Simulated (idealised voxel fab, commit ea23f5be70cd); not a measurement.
Process module name: voxel double patterning
We display cut, a cross-section 295 nm in width whose square cells are each 5 nm.
Cross-section = grid of square cells, listed top down in bands; band = one or more rows.
Band: top height; bottom height; in nm. Then, left to right: material with width in nm, for each material. "all across": a single material spanning edge to edge. "blank": empty space.
Measure heights from 0. That's the level where, below it, the as-received wafer is all one material. The lowest band is bottomless and extends downward; write it as in "from 0 down".
The notation "30 to 40" denotes a width that varies across the rows of cells in the band, beginning at the first number in the top row, finishing at the second number in the bottom row, and changing by an identical amount from each row to the next.
When a step is marked "identical to before", none of the cells in the cross-section changed during that step.
In the "Closed cavities" entry, you get each enclosed empty space of 8 cells or more, one with no open way to the top, written width x height at distance, distance from the left edge, in nm.
Formally, on a step line, whatever follows the settings is a remark that the simulator itself makes on the step.
overlay nm: where the mask lay relative to plan, measured to the right, on steps with a mask; negatives go left.
-- plan
1) RECEIVE: material Si
2) CONFORMAL_DEP: material SiN, thk nm 10
3) DIRECTIONAL_DEP: material SiO2, thk nm 15
4) DIRECTIONAL_DEP: material SiCN, thk nm 5
5) PATTERN: tone open, mask id FIRST, material resist, width nm 15, pitch nm 50, thk nm 15, overlay nm 0
6) DIRECTIONAL_ETCH: etch materials SiCN, depth nm 5
7) STRIP: etch materials resist
8) DIRECTIONAL_DEP: material aC, thk nm 10
9) PATTERN: tone open, mask id SECOND, material resist, width nm 15, thk nm 30, overlay nm 0
10) DIRECTIONAL_ETCH: etch materials aC, depth nm 10
11) STRIP: etch materials resist
12) DIRECTIONAL_ETCH: etch materials SiCN, depth nm 5
13) STRIP: etch materials aC
14) DIRECTIONAL_ETCH: etch materials SiO2, depth nm 15
15) STRIP: etch materials SiCN
-- First wafer out of two, processed as planned
-- Wafer at receipt (post step 1), cross-section
from 0 down  Si all across
Closed cavities: none
-- State of the wafer after step 2, shown in cross-section
from 10 to 0  SiN all across
Beneath the level 0, the cross-section is identical to its previous state.
-- State of the wafer after step 3, shown in cross-section
from 25 to 10  SiO2 all across
Beneath the level 10, the cross-section is identical to its previous state.
-- State of the wafer after step 4, shown in cross-section
from 30 to 25  SiCN all across
Beneath the level 25, the cross-section is identical to its previous state.
-- State of the wafer after step 5, shown in cross-section
from 45 to 30  resist 115 / blank 15 / resist 35 / blank 15 / resist 115
Beneath the level 30, the cross-section is identical to its previous state.
-- State of the wafer after step 6, shown in cross-section
from 45 to 30  resist 115 / blank 15 / resist 35 / blank 15 / resist 115
from 30 to 25  SiCN 115 / blank 15 / SiCN 35 / blank 15 / SiCN 115
Beneath the level 25, the cross-section is identical to its previous state.
-- State of the wafer after step 7, shown in cross-section
from 30 to 25  SiCN 115 / blank 15 / SiCN 35 / blank 15 / SiCN 115
Beneath the level 25, the cross-section is identical to its previous state.
-- State of the wafer after step 8, shown in cross-section
from 40 to 35  aC 115 / blank 15 / aC 35 / blank 15 / aC 115
from 35 to 30  aC all across
from 30 to 25  SiCN 115 / aC 15 / SiCN 35 / aC 15 / SiCN 115
Beneath the level 25, the cross-section is identical to its previous state.
-- State of the wafer after step 9, shown in cross-section
from 70 to 40  resist 140 / blank 15 / resist 140
from 40 to 35  aC 115 / resist 15 / aC 35 / resist 15 / aC 115
Beneath the level 35, the cross-section is identical to its previous state.
-- State of the wafer after step 10, shown in cross-section
from 60 to 40  resist 140 / blank 15 / resist 140
from 40 to 35  aC 115 / resist 15 / aC 10 / blank 15 / aC 10 / resist 15 / aC 115
from 35 to 30  aC 140 / blank 15 / aC 140
Beneath the level 30, the cross-section is identical to its previous state.
-- State of the wafer after step 11, shown in cross-section
from 40 to 35  aC 115 / blank 15 / aC 10 / blank 15 / aC 10 / blank 15 / aC 115
Beneath the level 35, the cross-section is identical to its previous state.
-- State of the wafer after step 12, shown in cross-section
from 40 to 35  aC 115 / blank 15 / aC 10 / blank 15 / aC 10 / blank 15 / aC 115
from 35 to 30  aC 140 / blank 15 / aC 140
from 30 to 25  SiCN 115 / aC 15 / SiCN 10 / blank 15 / SiCN 10 / aC 15 / SiCN 115
Beneath the level 25, the cross-section is identical to its previous state.
-- State of the wafer after step 13, shown in cross-section
from 30 to 25  SiCN 115 / blank 15 / SiCN 10 / blank 15 / SiCN 10 / blank 15 / SiCN 115
Beneath the level 25, the cross-section is identical to its previous state.
-- State of the wafer after step 14, shown in cross-section
from 30 to 25  SiCN 115 / blank 15 / SiCN 10 / blank 15 / SiCN 10 / blank 15 / SiCN 115
from 25 to 10  SiO2 115 / blank 15 / SiO2 10 / blank 15 / SiO2 10 / blank 15 / SiO2 115
Beneath the level 10, the cross-section is identical to its previous state.
-- State of the wafer after step 15, shown in cross-section
from 25 to 10  SiO2 115 / blank 15 / SiO2 10 / blank 15 / SiO2 10 / blank 15 / SiO2 115
Beneath the level 10, the cross-section is identical to its previous state.
-- The second wafer began exactly as the first did and followed the same plan, but one mistake was made while running it; through step 1 inclusive, the two wafers are identical
Second wafer at the planned finish of step 2, seen in cross-section: identical to before
-- Second wafer at the planned finish of step 3, seen in cross-section
from 15 to 0  SiO2 all across
Beneath the level 0, the cross-section is identical to its previous state.
-- Second wafer at the planned finish of step 4, seen in cross-section
from 20 to 15  SiCN all across
Beneath the level 15, the cross-section is identical to its previous state.
-- Second wafer at the planned finish of step 5, seen in cross-section
from 35 to 20  resist 115 / blank 15 / resist 35 / blank 15 / resist 115
Beneath the level 20, the cross-section is identical to its previous state.
-- Second wafer at the planned finish of step 6, seen in cross-section
from 35 to 20  resist 115 / blank 15 / resist 35 / blank 15 / resist 115
from 20 to 15  SiCN 115 / blank 15 / SiCN 35 / blank 15 / SiCN 115
Beneath the level 15, the cross-section is identical to its previous state.
-- Second wafer at the planned finish of step 7, seen in cross-section
from 20 to 15  SiCN 115 / blank 15 / SiCN 35 / blank 15 / SiCN 115
Beneath the level 15, the cross-section is identical to its previous state.
-- Second wafer at the planned finish of step 8, seen in cross-section
from 30 to 25  aC 115 / blank 15 / aC 35 / blank 15 / aC 115
from 25 to 20  aC all across
from 20 to 15  SiCN 115 / aC 15 / SiCN 35 / aC 15 / SiCN 115
Beneath the level 15, the cross-section is identical to its previous state.
-- Second wafer at the planned finish of step 9, seen in cross-section
from 60 to 30  resist 140 / blank 15 / resist 140
from 30 to 25  aC 115 / resist 15 / aC 35 / resist 15 / aC 115
Beneath the level 25, the cross-section is identical to its previous state.
-- Second wafer at the planned finish of step 10, seen in cross-section
from 50 to 30  resist 140 / blank 15 / resist 140
from 30 to 25  aC 115 / resist 15 / aC 10 / blank 15 / aC 10 / resist 15 / aC 115
from 25 to 20  aC 140 / blank 15 / aC 140
Beneath the level 20, the cross-section is identical to its previous state.
-- Second wafer at the planned finish of step 11, seen in cross-section
from 30 to 25  aC 115 / blank 15 / aC 10 / blank 15 / aC 10 / blank 15 / aC 115
Beneath the level 25, the cross-section is identical to its previous state.
-- Second wafer at the planned finish of step 12, seen in cross-section
from 30 to 25  aC 115 / blank 15 / aC 10 / blank 15 / aC 10 / blank 15 / aC 115
from 25 to 20  aC 140 / blank 15 / aC 140
from 20 to 15  SiCN 115 / aC 15 / SiCN 10 / blank 15 / SiCN 10 / aC 15 / SiCN 115
Beneath the level 15, the cross-section is identical to its previous state.
-- Second wafer at the planned finish of step 13, seen in cross-section
from 20 to 15  SiCN 115 / blank 15 / SiCN 10 / blank 15 / SiCN 10 / blank 15 / SiCN 115
Beneath the level 15, the cross-section is identical to its previous state.
-- Second wafer at the planned finish of step 14, seen in cross-section
from 20 to 15  SiCN 115 / blank 15 / SiCN 10 / blank 15 / SiCN 10 / blank 15 / SiCN 115
from 15 to 0  SiO2 115 / blank 15 / SiO2 10 / blank 15 / SiO2 10 / blank 15 / SiO2 115
Beneath the level 0, the cross-section is identical to its previous state.
-- Second wafer at the planned finish of step 15, seen in cross-section
from 15 to 0  SiO2 115 / blank 15 / SiO2 10 / blank 15 / SiO2 10 / blank 15 / SiO2 115
Beneath the level 0, the cross-section is identical to its previous state.
It is concluded that the wafer was processed incorrectly with respect to the plan, in that step 2 of the plan got skipped, so it never ran
Final tally in cells, some materials are higher or lower on the second wafer than on the first: -118 SiN
